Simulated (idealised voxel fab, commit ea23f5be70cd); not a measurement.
Process module under the name voxel gate over fins
For reference, the cross-section in this document is cut, with width 150 nm and square cells of 5 nm.
Heads up, the way a cross-section reads in here is a grid of square cells, handed over as bands from the top down, with every band being one or more rows of cells. What a band's entry tells you: where the top is and where the bottom is, as heights in nm, and after that what lies inside, material by material from left to right, each with its width in nm. Empty space is written as the word "empty", and a single material marked with the word "all across" occupies the band from edge to edge. The level at which height equals 0 is the one under which the wafer, as it arrives, is entirely one material. No lower edge exists for the bottom band, which continues downward and is notated as in "0 down". A width such as "30 to 40" changes by the same amount from each row of cells to the next, from the band's top row to its bottom row. Given "all unchanged" for a step, no cell of the cross-section differs between before and after that step. Each empty space that has no open way to the top and spans at least 8 cells appears under "Completely sealed voids" as width x height at distance, the distance counted from the left edge, all in nm. It should be noted that, on the line of a given step, the content following the step's settings is a remark produced by the simulator itself with respect to that step. On any step carrying a mask, the "overlay nm" setting, if present on the step's line, tells how far right of its planned place the mask lay; negative values point to the left.
INTENDED PROCESS STEPS
step 1: op RECEIVE | material Si
step 2: op CONFORMAL_DEP | material SiN | thk nm 10
step 3: op DIRECTIONAL_DEP | material aC | thk nm 15
step 4: op PATTERN | tone cover | mask id FINS | material resist | width nm 15 | pitch nm 35 | thk nm 35 | overlay nm 0
step 5: op DIRECTIONAL_ETCH | etch materials aC | depth nm 15
step 6: op STRIP | etch materials resist
step 7: op DIRECTIONAL_ETCH | etch materials SiN | depth nm 10
step 8: op DIRECTIONAL_ETCH | etch materials Si | depth nm 35
step 9: op STRIP | etch materials aC
step 10: op OXIDIZE | depth nm 5
step 11: op FILL_DEP | material SiO2 | thk nm 15
step 12: op CMP | height nm 10
step 13: op SELECTIVE_ETCH | etch materials SiO2 | depth nm 25
step 14: op STRIP | etch materials SiN
step 15: op CONFORMAL_DEP | material HfO2 | thk nm 5
step 16: op CONFORMAL_DEP | material TiN | thk nm 5
step 17: op FILL_DEP | material W | thk nm 10
step 18: op CMP | height nm 15
step 19: op CONFORMAL_DEP | material SiCN | thk nm 5
AS RECEIVED (POST STEP 1): CROSS-SECTION
    0 down = Si all across
    Completely sealed voids: none
FIGURE: CROSS-SECTIONAL VIEW OF THE WAFER UPON COMPLETION OF THE MODULE, PROCESSED FROM THE INITIAL STATE AND ACCORDING TO THE PLAN DEPICTED ABOVE, WITH ONE ERROR INTRODUCED DURING EXECUTION
    20 to 15 = SiCN all across
    15 to 10 = W all across
    10 to 5 = TiN: 55 | W: 5 | TiN: 30 | W: 5 | TiN: 55
    5 to 0 = HfO2: 50 | TiN: 5 | W: 5 | TiN: 5 | HfO2: 20 | TiN: 5 | W: 5 | TiN: 5 | HfO2: 50
    0 to -5 = Si: 45 | HfO2: 5 | TiN: 5 | W: 5 | TiN: 5 | HfO2: 5 | Si: 10 | HfO2: 5 | TiN: 5 | W: 5 | TiN: 5 | HfO2: 5 | Si: 45
    -5 to -10 = Si: 45 | HfO2: 5 | TiN: 15 | HfO2: 5 | Si: 10 | HfO2: 5 | TiN: 15 | HfO2: 5 | Si: 45
    -10 to -15 = Si: 45 | HfO2: 25 | Si: 10 | HfO2: 25 | Si: 45
    -15 to -40 = Si: 45 | SiO2: 25 | Si: 10 | SiO2: 25 | Si: 45
    -40 down = Si all across
    Completely sealed voids: none
Deviation from plan: the process deviated at step 4: the operation and settings actually run there were op PATTERN | tone open | mask id FINS | material resist | width nm 15 | pitch nm 35 | thk nm 35 | overlay nm 0
